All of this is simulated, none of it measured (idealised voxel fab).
Presented below is a process module, voxel ribs on slabs.
The figure presents cross-section cut, which has a width of 145 nm and is divided into square cells with an edge length of 5 nm.
The cross-sections in this document take the form of a grid made of square cells. They are written out as bands, in order from top to bottom. Each band consists of one or more rows of cells.
Band: top and bottom heights (nm) first, top before bottom; then materials from left to right, widths in nm. "throughout" marks a sole material filling the band edge to edge. "empty" denotes empty space.
Height reference: 0 = level under which incoming wafer is all one material. Lowest band: no bottom, runs on downward, e.g. "0 and below".
Width spec "30..40" -> top row of cells at first value, bottom row at second value, equal per-row change in between.
Where a step carries "nothing different", the cross-section came out of it unchanged, cell for cell.
The label "Enclosed internal cavities" introduces a list of the empty spaces, 8 cells or larger, that have no open way up to the top; each entry in it reads width x height at distance, where the distance is taken from the left edge and all three are stated in nm.
Post-settings text on a step line: simulator's own remark regarding the step.
"overlay nm", when on a step's line for a step with a mask, measures how far to the right of its planned place the mask lay; a negative measure means to the left.

# Steps in the process plan
1) RECEIVE (material Si)
2) DIRECTIONAL_DEP (material SiO2; thk nm 25)
3) DIRECTIONAL_DEP (material polySi; thk nm 20)
4) DIRECTIONAL_DEP (material aC; thk nm 15)
5) PATTERN (tone cover; mask id RIB; material resist; width nm 30; thk nm 30; overlay nm 0)
6) DIRECTIONAL_ETCH (etch materials aC; depth nm 15)
7) STRIP (etch materials resist)
8) DIRECTIONAL_ETCH (etch materials polySi; depth nm 10)
9) STRIP (etch materials aC)
10) DIRECTIONAL_DEP (material aC; thk nm 10)
11) PATTERN (tone cover; mask id SLAB; material resist; width nm 80; thk nm 25; overlay nm 0)
12) DIRECTIONAL_ETCH (etch materials aC; depth nm 10)
13) STRIP (etch materials resist)
14) DIRECTIONAL_ETCH (etch materials polySi; depth nm 10)
15) STRIP (etch materials aC)
16) FILL_DEP (material SiO2; thk nm 20)
17) CMP (height nm 55)
18) DIRECTIONAL_DEP (material W; thk nm 5)
19) DIRECTIONAL_DEP (material aC; thk nm 15)
20) PATTERN (tone cover; mask id HEATER; material resist; width nm 40; thk nm 30; overlay nm 0)
21) DIRECTIONAL_ETCH (etch materials aC; depth nm 15)
22) STRIP (etch materials resist)
23) DIRECTIONAL_ETCH (etch materials W; depth nm 5)
24) STRIP (etch materials aC)
25) CONFORMAL_DEP (material SiO2; thk nm 10)

# Cross-section of the wafer upon arrival, representing the state reached after step 1
	0 and below | Si throughout
	Enclosed internal cavities: none

# Run as planned - first of the two wafers cross-sectioned at the end of the module
	70 down to 65 | 40 empty, then 60 SiO2, then 45 empty
	65 down to 60 | SiO2 throughout
	60 down to 55 | 50 SiO2, then 40 W, then 55 SiO2
	55 down to 45 | SiO2 throughout
	45 down to 35 | 55 SiO2, then 30 polySi, then 60 SiO2
	35 down to 25 | 30 SiO2, then 80 polySi, then 35 SiO2
	25 down to 0 | SiO2 throughout
	0 and below | Si throughout
	Enclosed internal cavities: none

# Wafer two, sectioned after the module: the first wafer's start, the first wafer's plan, and one mistake in how it was run
	70 down to 65 | 40 empty, then 60 SiO2, then 45 empty
	65 down to 60 | SiO2 throughout
	60 down to 55 | 50 SiO2, then 40 W, then 55 SiO2
	55 down to 45 | 30 SiO2, then 80 polySi, then 35 SiO2
	45 down to 25 | polySi throughout
	25 down to 0 | SiO2 throughout
	0 and below | Si throughout
	Enclosed internal cavities: none
Run error: step 3 of the plan was executed twice over
Materials where the second wafer ends with more or fewer cells than the first: 104 fewer of SiO2 | 104 more of polySi
